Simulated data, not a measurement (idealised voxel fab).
Name of the process module below: voxel plated lines
Section cut is 240 nm wide and gridded with 5 nm square cells.
For the purposes of this document, a cross-section shall be understood as a grid of square cells, specified as bands listed in top-to-bottom order, each band consisting of one or more rows of cells. It is stipulated that each band's entry specify, in nanometres, the height of the top of the band and then that of its bottom, followed by the materials of the band in left-to-right sequence, each together with its width in nanometres. A single material marked by the word "throughout" is understood to fill the band from edge to edge; the word "empty" is understood to denote empty space. The level at which height equals 0 is the one under which the wafer, as it arrives, is entirely one material. No lower edge exists for the bottom band, which continues downward and is notated as in "0 and below". The expression "30..40" gives the width at the extremes of the band, the first number at its top row of cells and the second at its bottom row, with the width changing by equal amounts from each row to the next in between. The cross-section has no changed cell in any step marked "same as before". Entry "Closed internal cavities" = empty spaces >= 8 cells with no open way to the top; each as width x height at distance, distance from left edge, all nm. On each step's line, the part that comes after the settings is the simulator's own comment on the step. overlay nm, on a step with a mask: how far to the right of its planned place the mask lay; to the left if negative.
[Below is the list of planned process steps]
1 RECEIVE with material Si
2 CONFORMAL_DEP with material SiN, thk nm 5
3 DIRECTIONAL_DEP with material TiN, thk nm 5
4 PATTERN with tone open, mask id LINES, material resist, width nm 15, pitch nm 35, thk nm 35, overlay nm 0
5 EPI with material Ru, thk nm 5
6 EPI with material Ru, thk nm 5
7 EPI with material Ru, thk nm 10
8 STRIP with etch materials resist
9 DIRECTIONAL_ETCH with etch materials TiN, depth nm 5
10 CONFORMAL_DEP with material SiCN, thk nm 5
[First wafer of two (run as planned)]
[Cross-section of the wafer at receipt, which is the condition after step 1]
	0 and below: Si throughout
	Closed internal cavities: none
[How the wafer stands in section after step 2]
	5 down to 0: SiN throughout
	Anything lower than 0 is untouched.
[How the wafer stands in section after step 3]
	10 down to 5: TiN throughout
	Anything lower than 5 is untouched.
[How the wafer stands in section after step 4]
	45 down to 10: resist: 95 | empty: 15 | resist: 20 | empty: 15 | resist: 95
	Anything lower than 10 is untouched.
[How the wafer stands in section after step 5]
	45 down to 15: resist: 95 | empty: 15 | resist: 20 | empty: 15 | resist: 95
	15 down to 10: resist: 95 | Ru: 15 | resist: 20 | Ru: 15 | resist: 95
	Anything lower than 10 is untouched.
[How the wafer stands in section after step 6]
	45 down to 20: resist: 95 | empty: 15 | resist: 20 | empty: 15 | resist: 95
	20 down to 10: resist: 95 | Ru: 15 | resist: 20 | Ru: 15 | resist: 95
	Anything lower than 10 is untouched.
[How the wafer stands in section after step 7]
	45 down to 30: resist: 95 | empty: 15 | resist: 20 | empty: 15 | resist: 95
	30 down to 10: resist: 95 | Ru: 15 | resist: 20 | Ru: 15 | resist: 95
	Anything lower than 10 is untouched.
[How the wafer stands in section after step 8]
	30 down to 10: empty: 95 | Ru: 15 | empty: 20 | Ru: 15 | empty: 95
	Anything lower than 10 is untouched.
[How the wafer stands in section after step 9]
	30 down to 10: empty: 95 | Ru: 15 | empty: 20 | Ru: 15 | empty: 95
	10 down to 5: empty: 95 | TiN: 15 | empty: 20 | TiN: 15 | empty: 95
	Anything lower than 5 is untouched.
[How the wafer stands in section after step 10]
	35 down to 30: empty: 90 | SiCN: 25 | empty: 10 | SiCN: 25 | empty: 90
	30 down to 10: empty: 90 | SiCN: 5 | Ru: 15 | SiCN: 5 | empty: 10 | SiCN: 5 | Ru: 15 | SiCN: 5 | empty: 90
	10 down to 5: SiCN: 95 | TiN: 15 | SiCN: 20 | TiN: 15 | SiCN: 95
	Anything lower than 5 is untouched.
[Second wafer. Start and plan as for the first. One mistake made in running. Agrees with the first up to and including step 9]
Second wafer at the planned finish of step 10, seen in cross-section: same as before
Want to know what went wrong? step 10 of the plan got skipped, so it never ran
It is noted that, at the conclusion of processing, the second wafer exhibits a higher or lower cell count for certain materials relative to the first: -68 SiCN
